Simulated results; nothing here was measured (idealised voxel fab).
Process module name: voxel self aligned vias
In the cross-section labelled cut, the width is 290 nm and each square cell is 5 nm.
If you're reading a cross-section in this doc, picture square cells in a grid; it comes to you as bands, top ones listed first down to the bottom, and a band can be one or more rows of cells. The entry gives the band's vertical extent as a top height and a bottom height in nm, then its horizontal make-up as materials from left to right, each with a width in nm. "air" stands for empty space; a single material marked "throughout" fills the band edge to edge. All heights in this document are referenced to 0, defined as the level beneath which the wafer, as received, consists entirely of one material. The lowest band is not bounded below; it extends indefinitely downward and is written in the form "0 and below". A width given as "30..40" starts at the first number in the band's top row and ends at the second number in its bottom row, shifting by an equal amount at every step from row to row. When a step is marked "no modification", none of the cells in the cross-section changed during that step. Empty spaces counting at least 8 cells and having no open way to the top are listed in "Fully sealed voids". The notation width x height at distance is used for each, the distance being from the left edge and all three values in nm. On each step's line, the part that comes after the settings is the simulator's own comment on the step. On any step carrying a mask, the "overlay nm" setting, if present on the step's line, tells how far right of its planned place the mask lay; negative values point to the left.

This section lists the process steps that were planned
1,RECEIVE: material Si
2,CONFORMAL_DEP: material SiO2, thk nm 15
3,CONFORMAL_DEP: material SiCN, thk nm 5
4,DIRECTIONAL_DEP: material lowk, thk nm 30
5,DIRECTIONAL_DEP: material aC, thk nm 15
6,PATTERN: tone open, mask id LINES, material resist, width nm 25, pitch nm 60, thk nm 35, overlay nm 0
7,DIRECTIONAL_ETCH: etch materials aC, depth nm 15
8,STRIP: etch materials resist
9,DIRECTIONAL_ETCH: etch materials lowk, depth nm 30
10,STRIP: etch materials aC
11,CONFORMAL_DEP: material TiN, thk nm 5
12,FILL_DEP: material W, thk nm 10
13,CMP: height nm 50
14,SELECTIVE_ETCH: etch materials W Ru TiN, depth nm 5
15,FILL_DEP: material SiN, thk nm 10
16,CMP: height nm 50
17,DIRECTIONAL_DEP: material lowk, thk nm 15
18,MASKED_ETCH: tone open, mask id VIAS, width nm 45, pitch nm 60, etch materials lowk, depth nm 15, overlay nm 0
19,MASKED_ETCH: tone open, mask id VIAS, width nm 45, pitch nm 60, etch materials SiN, depth nm 5, overlay nm 0
20,CONFORMAL_DEP: material TiN, thk nm 5
21,FILL_DEP: material Cu, thk nm 5
22,CMP: height nm 65
23,CONFORMAL_DEP: material SiCN, thk nm 5

The cross-section here shows the wafer as received, i.e. in its state after step 1
    0 and below: Si throughout
    Fully sealed voids: none

Cross-sectional result after module completion. Note: starting condition and plan are unchanged from above; one processing mistake was made
    70 down to 65: SiCN throughout
    65 down to 50: lowk=60  TiN=5  Cu=35  TiN=5  lowk=15  TiN=5  Cu=35  TiN=5  lowk=15  TiN=5  Cu=35  TiN=5  lowk=65
    50 down to 45: SiN=60  TiN=45  SiN=15  TiN=45  SiN=15  TiN=45  SiN=65
    45 down to 40: TiN=75  W=15  TiN=45  W=15  TiN=45  W=15  TiN=80
    40 down to 15: lowk=70  TiN=5  W=15  TiN=5  lowk=35  TiN=5  W=15  TiN=5  lowk=35  TiN=5  W=15  TiN=5  lowk=75
    15 down to 10: lowk=70  TiN=25  lowk=35  TiN=25  lowk=35  TiN=25  lowk=75
    10 down to 5: SiCN throughout
    5 down to 0: SiO2 throughout
    0 and below: Si throughout
    Fully sealed voids: none
What went wrong in running the wafer? step 2 went in with a setting other than planned; the actual run was CONFORMAL_DEP: material SiO2, thk nm 5
